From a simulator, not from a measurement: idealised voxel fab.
The process module presented herein is designated voxel self aligned contacts.
Cross-section cut spans 250 nm and uses square cells 5 nm in size.
Just so we're on the same page, the cross-sections are grids of square cells, and they're listed out in bands top to bottom, each band one or more rows deep.
The entry gives the band's vertical extent as a top height and a bottom height in nm, then its horizontal make-up as materials from left to right, each with a width in nm. "air" stands for empty space; a single material marked "edge to edge" fills the band edge to edge.
Heights are expressed relative to 0, this being the level below which the as-received wafer comprises one material exclusively. The lowest band is unbounded in the downward direction and is denoted as in "top 0, no bottom".
When a width is written as two numbers, as in "30 to 40", the first number is the width in the top row of cells of the band and the second is the width in its bottom row, and the width changes by the same amount from each row to the next.
When a step is marked "stayed the same", none of the cells in the cross-section changed during that step.
The list in "Fully sealed cavities" covers empty spaces of 8 cells or more that cannot reach the top through any open way, and it gives each as width x height at distance; the distance is from the left edge, and width, height and distance are in nm.
That trailing text on a step's line, after the settings, is the simulator's own remark on the step.
"overlay nm" denotes, for a step that has a mask, the displacement of the mask to the right of its planned place, with negative values corresponding to the left.
## Set out below are the planned steps of the process
step 1: RECEIVE with material Si
step 2: OXIDIZE with depth nm 5
step 3: DIRECTIONAL_DEP with material polySi, thk nm 30
step 4: DIRECTIONAL_DEP with material SiN, thk nm 20
step 5: DIRECTIONAL_DEP with material aC, thk nm 15
step 6: PATTERN with tone cover, mask id GATE, material resist, width nm 35, pitch nm 65, thk nm 30, overlay nm 0
step 7: DIRECTIONAL_ETCH with etch materials aC, depth nm 15
step 8: STRIP with etch materials resist
step 9: DIRECTIONAL_ETCH with etch materials SiN, depth nm 20
step 10: DIRECTIONAL_ETCH with etch materials polySi, depth nm 30
step 11: STRIP with etch materials aC
step 12: CONFORMAL_DEP with material SiN, thk nm 5
step 13: DIRECTIONAL_ETCH with etch materials SiN, depth nm 5
step 14: FILL_DEP with material SiO2, thk nm 20
step 15: CMP with height nm 60
step 16: DIRECTIONAL_DEP with material aC, thk nm 15
step 17: PATTERN with tone open, mask id CONTACT, material resist, width nm 30, pitch nm 65, thk nm 30, overlay nm 0
step 18: DIRECTIONAL_ETCH with etch materials aC, depth nm 15
step 19: STRIP with etch materials resist
step 20: DIRECTIONAL_ETCH with etch materials SiO2, depth nm 65
step 21: STRIP with etch materials aC
step 22: CONFORMAL_DEP with material TiN, thk nm 5
step 23: FILL_DEP with material Ru, thk nm 5
step 24: CMP with height nm 60
step 25: CONFORMAL_DEP with material SiCN, thk nm 5
Variable across wafers: step 17 width nm (plan value is that of the first wafer; starting state common to all).
## Cross-section of the first of several wafers on receipt, reflecting completion of step 1
    top 0, no bottom: Si edge to edge
    Fully sealed cavities: none
## Shown in cross-section: the first of several wafers at the end of the module, after its last step, step 25
    top 65, bottom 60: SiCN edge to edge
    top 60, bottom 50: SiO2 (75) / TiN (5 to 10) / Ru (20 to 10) / TiN (5 to 10) / SiO2 (35) / TiN (5 to 10) / Ru (20 to 10) / TiN (5 to 10) / SiO2 (80)
    top 50, bottom 30: SiO2 (35) / SiN (45) / TiN (5) / Ru (10) / TiN (5) / SiN (45) / TiN (5) / Ru (10) / TiN (5) / SiN (45) / SiO2 (40)
    top 30, bottom 0: SiO2 (35) / SiN (5) / polySi (35) / SiN (5) / TiN (5) / Ru (10) / TiN (5) / SiN (5) / polySi (35) / SiN (5) / TiN (5) / Ru (10) / TiN (5) / SiN (5) / polySi (35) / SiN (5) / SiO2 (40)
    top 0, bottom -5: SiO2 (80) / TiN (20) / SiO2 (45) / TiN (20) / SiO2 (85)
    top -5, no bottom: Si edge to edge
    Fully sealed cavities: none
## Final wafer of several, shown in cross-section at the end of the module
    top 65, bottom 60: SiCN edge to edge
    top 60, bottom 50: SiO2 (65) / TiN (5 to 20) / Ru (40 to 10) / TiN (5 to 20) / SiO2 (15) / TiN (5 to 20) / Ru (40 to 10) / TiN (5 to 20) / SiO2 (70)
    top 50, bottom 30: SiO2 (35) / SiN (45) / TiN (5) / Ru (10) / TiN (5) / SiN (45) / TiN (5) / Ru (10) / TiN (5) / SiN (45) / SiO2 (40)
    top 30, bottom 0: SiO2 (35) / SiN (5) / polySi (35) / SiN (5) / TiN (5) / Ru (10) / TiN (5) / SiN (5) / polySi (35) / SiN (5) / TiN (5) / Ru (10) / TiN (5) / SiN (5) / polySi (35) / SiN (5) / SiO2 (40)
    top 0, bottom -5: SiO2 (80) / TiN (20) / SiO2 (45) / TiN (20) / SiO2 (85)
    top -5, no bottom: Si edge to edge
    Fully sealed cavities: none
## End of module, by wafer: material-by-material cell gain (+) or loss (-) since receipt, then closed voids
width nm 30 | +52 Ru | -50 Si | +50 SiCN | +144 SiN | +268 SiO2 | +60 TiN | +126 polySi | Fully sealed cavities: none
width nm 35 | +54 Ru | -50 Si | +50 SiCN | +144 SiN | +264 SiO2 | +62 TiN | +126 polySi | Fully sealed cavities: none
width nm 40 | +56 Ru | -50 Si | +50 SiCN | +144 SiN | +260 SiO2 | +64 TiN | +126 polySi | Fully sealed cavities: none
width nm 45 | +58 Ru | -50 Si | +50 SiCN | +144 SiN | +256 SiO2 | +66 TiN | +126 polySi | Fully sealed cavities: none
width nm 50 | +60 Ru | -50 Si | +50 SiCN | +144 SiN | +252 SiO2 | +68 TiN | +126 polySi | Fully sealed cavities: none
